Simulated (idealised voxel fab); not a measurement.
process module | voxel transistor to metal
cross-section cut | 215 nm wide | cells 5 nm
A cross-section is a grid of square cells, given in bands from the top down. A band is one or more rows of cells.
Each band's line starts with the height of the band's top and of its bottom, in nm. Then come its materials from left to right, each with its width in nm. One material with "throughout" fills the band from edge to edge. "air" is empty space.
Height 0 is the level under which the wafer as received is all one material. The lowest band goes on downwards, as in "0 down".
A width such as "30 to 40" changes by the same amount from each row of cells to the next, from the band's top row to its bottom row.
"no change" after a step means that no cell of the cross-section changed.
closed voids: empty space of 8 cells or more with no open way to the top, each as width x height at its distance from the left edge, in nm
after a step's settings: what the simulator itself notes on the step
overlay nm, on a step with a mask: how far to the right of its planned place the mask lay; to the left if negative
plan
1 op RECEIVE | material Si
2 op OXIDIZE | depth nm 5
3 op CONFORMAL_DEP | material SiN | thk nm 10
4 op DIRECTIONAL_DEP | material aC | thk nm 15
5 op PATTERN | tone cover | mask id ACTIVE | material resist | width nm 115 | thk nm 30 | overlay nm 0
6 op DIRECTIONAL_ETCH | etch materials aC | depth nm 15
7 op STRIP | etch materials resist
8 op DIRECTIONAL_ETCH | etch materials SiN | depth nm 10
9 op DIRECTIONAL_ETCH | etch materials SiO2 | depth nm 5
10 op DIRECTIONAL_ETCH | etch materials Si | depth nm 25
11 op STRIP | etch materials aC
12 op FILL_DEP | material SiO2 | thk nm 10
13 op CMP | height nm 10
14 op SELECTIVE_ETCH | etch materials SiO2 | depth nm 10
15 op STRIP | etch materials SiN
16 op SELECTIVE_ETCH | etch materials SiO2 | depth nm 5
17 op OXIDIZE | depth nm 5
18 op DIRECTIONAL_DEP | material polySi | thk nm 25
19 op DIRECTIONAL_DEP | material SiCN | thk nm 15
20 op PATTERN | tone cover | mask id GATE | material resist | width nm 35 | thk nm 15 | overlay nm 0
21 op DIRECTIONAL_ETCH | etch materials SiCN | depth nm 25
22 op DIRECTIONAL_ETCH | etch materials polySi | depth nm 35
23 op STRIP | etch materials resist
24 op CONFORMAL_DEP | material SiO2 | thk nm 5
25 op DIRECTIONAL_ETCH | etch materials SiO2 | depth nm 5
26 op CONFORMAL_DEP | material SiN | thk nm 5
27 op DIRECTIONAL_ETCH | etch materials SiN | depth nm 5
28 op DIRECTIONAL_ETCH | etch materials SiO2 | depth nm 5
29 op EPI | material pSi | thk nm 5
30 op FILL_DEP | material SiO2 | thk nm 10
31 op CMP | height nm 20
32 op STRIP | etch materials polySi
33 op SELECTIVE_ETCH | etch materials SiO2 | depth nm 5
34 op CONFORMAL_DEP | material HfO2 | thk nm 5
35 op CONFORMAL_DEP | material TiN | thk nm 5
36 op FILL_DEP | material W | thk nm 10
37 op CMP | height nm 15
38 op DIRECTIONAL_DEP | material SiO2 | thk nm 15
39 op MASKED_ETCH | tone open | mask id CONTACT | width nm 15 | pitch nm 80 | etch materials SiO2 | depth nm 35 | overlay nm 0
40 op CONFORMAL_DEP | material TiN | thk nm 5
41 op FILL_DEP | material W | thk nm 5
42 op CMP | height nm 30
43 op CONFORMAL_DEP | material SiCN | thk nm 5
44 op DIRECTIONAL_DEP | material SiO2 | thk nm 20
45 op PATTERN | tone open | mask id METAL_1 | material resist | width nm 15 | pitch nm 80 | thk nm 15 | overlay nm 0
46 op DIRECTIONAL_ETCH | etch materials SiO2 | depth nm 20
47 op DIRECTIONAL_ETCH | etch materials SiCN | depth nm 5
48 op STRIP | etch materials resist
49 op CONFORMAL_DEP | material TiN | thk nm 5
50 op FILL_DEP | material Cu | thk nm 10
51 op CMP | height nm 55
52 op EPI | material Ru | thk nm 5
53 op FILL_DEP | material SiCN | thk nm 5
as received, after step 1
  0 down: Si throughout
  closed voids: none
first wafer at the end, as planned
  65 to 60: SiCN throughout
  60 to 55: SiCN 55 | Ru 25 | SiCN 55 | Ru 25 | SiCN 55
  55 to 35: SiO2 60 | TiN 5 | Cu 5 | TiN 5 | SiO2 65 | TiN 5 | Cu 5 | TiN 5 | SiO2 60
  35 to 30: SiCN 60 | TiN 15 | SiCN 65 | TiN 15 | SiCN 60
  30 to 15: SiO2 60 | TiN 5 | W 5 | TiN 5 | SiO2 65 | TiN 5 | W 5 | TiN 5 | SiO2 60
  15 to 0: SiO2 60 | TiN 5 | W 5 | TiN 5 | SiO2 5 | SiN 5 | HfO2 5 | TiN 5 | W 25 | TiN 5 | HfO2 5 | SiN 5 | SiO2 5 | TiN 5 | W 5 | TiN 5 | SiO2 60
  0 to -5: SiO2 60 | TiN 15 | SiO2 5 | SiN 5 | HfO2 5 | TiN 35 | HfO2 5 | SiN 5 | SiO2 5 | TiN 15 | SiO2 60
  -5 to -10: SiO2 45 | pSi 35 | SiO2 5 | HfO2 45 | SiO2 5 | pSi 35 | SiO2 45
  -10 to -30: SiO2 50 | Si 115 | SiO2 50
  -30 down: Si throughout
  closed voids: none
second wafer at the end: like start, like plan, one mistake
  65 to 60: SiCN throughout
  60 to 55: SiCN 55 | Ru 25 | SiCN 55 | Ru 25 | SiCN 55
  55 to 35: SiO2 60 | TiN 5 | Cu 5 | TiN 5 | SiO2 65 | TiN 5 | Cu 5 | TiN 5 | SiO2 60
  35 to 30: SiCN 60 | TiN 15 | SiCN 65 | TiN 15 | SiCN 60
  30 to 25: SiO2 60 | TiN 5 | W 5 | TiN 5 | SiO2 65 | TiN 5 | W 5 | TiN 5 | SiO2 60
  25 to 20: SiO2 60 | TiN 15 | SiO2 65 | TiN 15 | SiO2 60
  20 to 15: HfO2 80 | SiN 5 | HfO2 5 | TiN 5 | W 25 | TiN 5 | HfO2 5 | SiN 5 | HfO2 80
  15 to 0: SiO2 80 | SiN 5 | HfO2 5 | TiN 5 | W 25 | TiN 5 | HfO2 5 | SiN 5 | SiO2 80
  0 to -5: SiO2 80 | SiN 5 | HfO2 5 | TiN 35 | HfO2 5 | SiN 5 | SiO2 80
  -5 to -10: SiO2 45 | pSi 35 | SiO2 5 | HfO2 45 | SiO2 5 | pSi 35 | SiO2 45
  -10 to -30: SiO2 50 | Si 115 | SiO2 50
  -30 down: Si throughout
  closed voids: none
what went wrong: step 37 ran as: op CMP | height nm 20
at the end the second wafer has, in cells: 34 more of HfO2 | 2 more of SiN | 13 fewer of SiO2 | 18 fewer of TiN | 5 fewer of W
